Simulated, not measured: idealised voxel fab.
process module | voxel self aligned vias
cross-section cut | 295 nm wide | cells 5 nm
A cross-section is a grid of square cells, given in bands from the top down. A band is one or more rows of cells.
Each band's line starts with the height of the band's top and of its bottom, in nm. Then come its materials from left to right, each with its width in nm. One material with "throughout" fills the band from edge to edge. "air" is empty space.
Height 0 is the level under which the wafer as received is all one material. The lowest band goes on downwards, as in "0 down".
A width such as "30 to 40" changes by the same amount from each row of cells to the next, from the band's top row to its bottom row.
"no change" after a step means that no cell of the cross-section changed.
closed voids: empty space of 8 cells or more with no open way to the top, each as width x height at its distance from the left edge, in nm
after a step's settings: what the simulator itself notes on the step
overlay nm, on a step with a mask: how far to the right of its planned place the mask lay; to the left if negative
plan
1 op RECEIVE | material Si
2 op CONFORMAL_DEP | material SiO2 | thk nm 10
3 op CONFORMAL_DEP | material SiCN | thk nm 5
4 op DIRECTIONAL_DEP | material lowk | thk nm 30
5 op DIRECTIONAL_DEP | material aC | thk nm 15
6 op PATTERN | tone open | mask id LINES | material resist | width nm 30 | pitch nm 70 | thk nm 35 | overlay nm 0
7 op DIRECTIONAL_ETCH | etch materials aC | depth nm 15
8 op STRIP | etch materials resist
9 op DIRECTIONAL_ETCH | etch materials lowk | depth nm 30
10 op STRIP | etch materials aC
11 op CONFORMAL_DEP | material TiN | thk nm 5
12 op FILL_DEP | material W | thk nm 10
13 op CMP | height nm 45
14 op SELECTIVE_ETCH | etch materials W Ru TiN | depth nm 10
15 op FILL_DEP | material SiN | thk nm 10
16 op CMP | height nm 45
17 op DIRECTIONAL_DEP | material lowk | thk nm 20
18 op PATTERN | tone open | mask id VIAS | material resist | width nm 40 | thk nm 15 | overlay nm 0
19 op DIRECTIONAL_ETCH | etch materials lowk | depth nm 20
20 op DIRECTIONAL_ETCH | etch materials SiN | depth nm 10
21 op STRIP | etch materials resist
22 op CONFORMAL_DEP | material TiN | thk nm 5
23 op FILL_DEP | material W | thk nm 5
24 op CMP | height nm 65
25 op CONFORMAL_DEP | material SiCN | thk nm 5
as received, after step 1
  0 down: Si throughout
  closed voids: none
a wafer at the end: this start, this plan, one mistake
  70 to 65: SiCN throughout
  65 to 50: lowk 90 | TiN 5 | W 30 | TiN 5 | lowk 165
  50 to 45: lowk 90 | TiN 15 | W 10 | TiN 15 | lowk 165
  45 to 40: lowk 100 | TiN 5 | W 10 | TiN 5 | lowk 50 | SiN 20 | lowk 105
  40 to 35: lowk 100 | TiN 20 | lowk 50 | SiN 20 | lowk 105
  35 to 20: lowk 100 | TiN 5 | W 10 | TiN 5 | lowk 50 | TiN 5 | W 10 | TiN 5 | lowk 105
  20 to 15: lowk 100 | TiN 20 | lowk 50 | TiN 20 | lowk 105
  15 to 10: SiCN throughout
  10 to 0: SiO2 throughout
  0 down: Si throughout
  closed voids: none
what went wrong: step 6 ran as: op PATTERN | tone open | mask id LINES | material resist | width nm 20 | pitch nm 70 | thk nm 35 | overlay nm 0
